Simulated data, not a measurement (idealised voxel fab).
Process module in this document: voxel self aligned vias
In the cross-section labelled cut, the width is 175 nm and each square cell is 5 nm.
Format of a cross-section: grid, square cells. Given as bands. Order: top down. Band: one or more rows of cells.
First you get the band's top height and its bottom height, in nm, and then the materials it's made of, left to right, with each width in nm. If you see a single material with "throughout", that one covers the band edge to edge. "empty" is empty space.
Heads up on the height convention: 0 is the point under which the incoming wafer is all one material, and the lowest band has no bottom, it just keeps going down, like "from 0 down".
So if you see something like "30 to 40" for the width, read it as the top row of the band sitting at the first number and the bottom row at the second, with every row in between moving by the same amount as the last.
The cross-section has no changed cell in any step marked "everything unchanged".
Listed in "Encapsulated voids": every empty space of 8 or more cells without an open way to the top. Form: width x height at distance, the distance being from the left edge, all in nm.
That trailing text on a step's line, after the settings, is the simulator's own remark on the step.
The setting "overlay nm" may be written on the line of a step. When the step uses a mask, the value reports how far to the right of the planned place the mask lay, and a negative value reports that it lay to the left.
The process steps that were planned are listed below:
| 1 | RECEIVE with material Si |
| 2 | CONFORMAL_DEP with material SiO2, thk nm 15 |
| 3 | CONFORMAL_DEP with material SiCN, thk nm 5 |
| 4 | DIRECTIONAL_DEP with material lowk, thk nm 30 |
| 5 | DIRECTIONAL_DEP with material aC, thk nm 15 |
| 6 | PATTERN with tone open, mask id LINES, material resist, width nm 25, pitch nm 65, thk nm 35, overlay nm 0 |
| 7 | DIRECTIONAL_ETCH with etch materials aC, depth nm 15 |
| 8 | STRIP with etch materials resist |
| 9 | DIRECTIONAL_ETCH with etch materials lowk, depth nm 30 |
| 10 | STRIP with etch materials aC |
| 11 | CONFORMAL_DEP with material TiN, thk nm 5 |
| 12 | FILL_DEP with material W, thk nm 5 |
| 13 | CMP with height nm 50 |
| 14 | SELECTIVE_ETCH with etch materials W Ru TiN, depth nm 10 |
| 15 | FILL_DEP with material SiN, thk nm 10 |
| 16 | CMP with height nm 50 |
| 17 | DIRECTIONAL_DEP with material lowk, thk nm 20 |
| 18 | DIRECTIONAL_DEP with material aC, thk nm 10 |
| 19 | PATTERN with tone open, mask id VIAS, material resist, width nm 35, thk nm 30, overlay nm 0 |
| 20 | DIRECTIONAL_ETCH with etch materials aC, depth nm 10 |
| 21 | STRIP with etch materials resist |
| 22 | DIRECTIONAL_ETCH with etch materials lowk, depth nm 20 |
| 23 | DIRECTIONAL_ETCH with etch materials SiN, depth nm 10 |
| 24 | STRIP with etch materials aC |
| 25 | CONFORMAL_DEP with material TiN, thk nm 5 |
| 26 | FILL_DEP with material W, thk nm 10 |
| 27 | CMP with height nm 70 |
| 28 | CONFORMAL_DEP with material SiN, thk nm 5 |
As-received state of the wafer in cross-section, equivalent to post-step 1:
  from 0 down | Si throughout
  Encapsulated voids: none
Cross-section taken at module completion on the first of two wafers; processed per the plan:
  from 75 to 70 | SiN throughout
  from 70 to 55 | 35 nm lowk  5 nm TiN  25 nm W  5 nm TiN  105 nm lowk
  from 55 to 50 | 35 nm lowk  10 nm TiN  15 nm W  10 nm TiN  105 nm lowk
  from 50 to 45 | 40 nm lowk  5 nm TiN  15 nm W  5 nm TiN  40 nm lowk  25 nm SiN  45 nm lowk
  from 45 to 40 | 40 nm lowk  25 nm TiN  40 nm lowk  25 nm SiN  45 nm lowk
  from 40 to 25 | 40 nm lowk  5 nm TiN  15 nm W  5 nm TiN  40 nm lowk  5 nm TiN  15 nm W  5 nm TiN  45 nm lowk
  from 25 to 20 | 40 nm lowk  25 nm TiN  40 nm lowk  25 nm TiN  45 nm lowk
  from 20 to 15 | SiCN throughout
  from 15 to 0 | SiO2 throughout
  from 0 down | Si throughout
  Encapsulated voids: none
Same start, same plan as the first wafer - but one mistake in the run. Cross-section of the second of the two at the end of the module:
  from 80 to 75 | SiN throughout
  from 75 to 70 | 40 nm TiN  25 nm W  110 nm TiN
  from 70 to 55 | 35 nm lowk  5 nm TiN  25 nm W  5 nm TiN  105 nm lowk
  from 55 to 50 | 35 nm lowk  10 nm TiN  15 nm W  10 nm TiN  105 nm lowk
  from 50 to 45 | 40 nm lowk  5 nm TiN  15 nm W  5 nm TiN  40 nm lowk  25 nm SiN  45 nm lowk
  from 45 to 40 | 40 nm lowk  25 nm TiN  40 nm lowk  25 nm SiN  45 nm lowk
  from 40 to 25 | 40 nm lowk  5 nm TiN  15 nm W  5 nm TiN  40 nm lowk  5 nm TiN  15 nm W  5 nm TiN  45 nm lowk
  from 25 to 20 | 40 nm lowk  25 nm TiN  40 nm lowk  25 nm TiN  45 nm lowk
  from 20 to 15 | SiCN throughout
  from 15 to 0 | SiO2 throughout
  from 0 down | Si throughout
  Encapsulated voids: none
Which mistake was made when the wafer was run? step 27 was not run as planned; what actually ran was CMP with height nm 75
Count the cells at the end and the second wafer has more or fewer of some materials than the first: TiN +30; W +5
